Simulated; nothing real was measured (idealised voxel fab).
process module | voxel self aligned contacts
cross-section cut | 240 nm wide | cells 5 nm
A cross-section is a grid of square cells, given in bands from the top down. A band is one or more rows of cells.
Each band's line starts with the height of the band's top and of its bottom, in nm. Then come its materials from left to right, each with its width in nm. One material with "throughout" fills the band from edge to edge. "air" is empty space.
Height 0 is the level under which the wafer as received is all one material. The lowest band goes on downwards, as in "0 down".
A width such as "30 to 40" changes by the same amount from each row of cells to the next, from the band's top row to its bottom row.
"no change" after a step means that no cell of the cross-section changed.
closed voids: empty space of 8 cells or more with no open way to the top, each as width x height at its distance from the left edge, in nm
after a step's settings: what the simulator itself notes on the step
overlay nm, on a step with a mask: how far to the right of its planned place the mask lay; to the left if negative
plan
1 op RECEIVE | material Si
2 op OXIDIZE | depth nm 5
3 op DIRECTIONAL_DEP | material polySi | thk nm 20
4 op DIRECTIONAL_DEP | material SiN | thk nm 15
5 op PATTERN | tone cover | mask id GATE | material resist | width nm 30 | pitch nm 60 | thk nm 20 | overlay nm 0
6 op DIRECTIONAL_ETCH | etch materials SiN | depth nm 15
7 op DIRECTIONAL_ETCH | etch materials polySi | depth nm 20
8 op STRIP | etch materials resist
9 op CONFORMAL_DEP | material SiN | thk nm 5
10 op DIRECTIONAL_ETCH | etch materials SiN | depth nm 5
11 op FILL_DEP | material SiO2 | thk nm 15
12 op CMP | height nm 40
13 op PATTERN | tone open | mask id CONTACT | material resist | width nm 40 | thk nm 15 | overlay nm 0
14 op DIRECTIONAL_ETCH | etch materials SiO2 | depth nm 45
15 op STRIP | etch materials resist
16 op CONFORMAL_DEP | material TiN | thk nm 5
17 op FILL_DEP | material Ru | thk nm 5
18 op CMP | height nm 40
19 op CONFORMAL_DEP | material SiCN | thk nm 5
as received, after step 1
  0 down: Si throughout
  closed voids: none
first wafer at the end, as planned
  45 to 40: SiCN throughout
  40 to 35: SiO2 100 | TiN 15 | Ru 10 | TiN 15 | SiO2 100
  35 to 20: SiO2 70 | SiN 40 | TiN 5 | Ru 10 | TiN 5 | SiN 40 | SiO2 70
  20 to 0: SiO2 70 | SiN 5 | polySi 30 | SiN 5 | TiN 5 | Ru 10 | TiN 5 | SiN 5 | polySi 30 | SiN 5 | SiO2 70
  0 to -5: SiO2 110 | TiN 20 | SiO2 110
  -5 down: Si throughout
  closed voids: none
second wafer at the end: like start, like plan, one mistake
  45 to 40: SiCN throughout
  40 to 25: SiO2 100 | TiN 5 | Ru 30 | TiN 5 | SiO2 100
  25 to 20: SiO2 100 | TiN 40 | SiO2 100
  20 to 0: polySi throughout
  0 to -5: SiO2 throughout
  -5 down: Si throughout
  closed voids: none
what went wrong: step 4 ran as: op DIRECTIONAL_DEP | material SiO2 | thk nm 15
at the end the second wafer has, in cells: 2 more of Ru | 64 fewer of SiN | 72 fewer of SiO2 | 10 fewer of TiN | 144 more of polySi
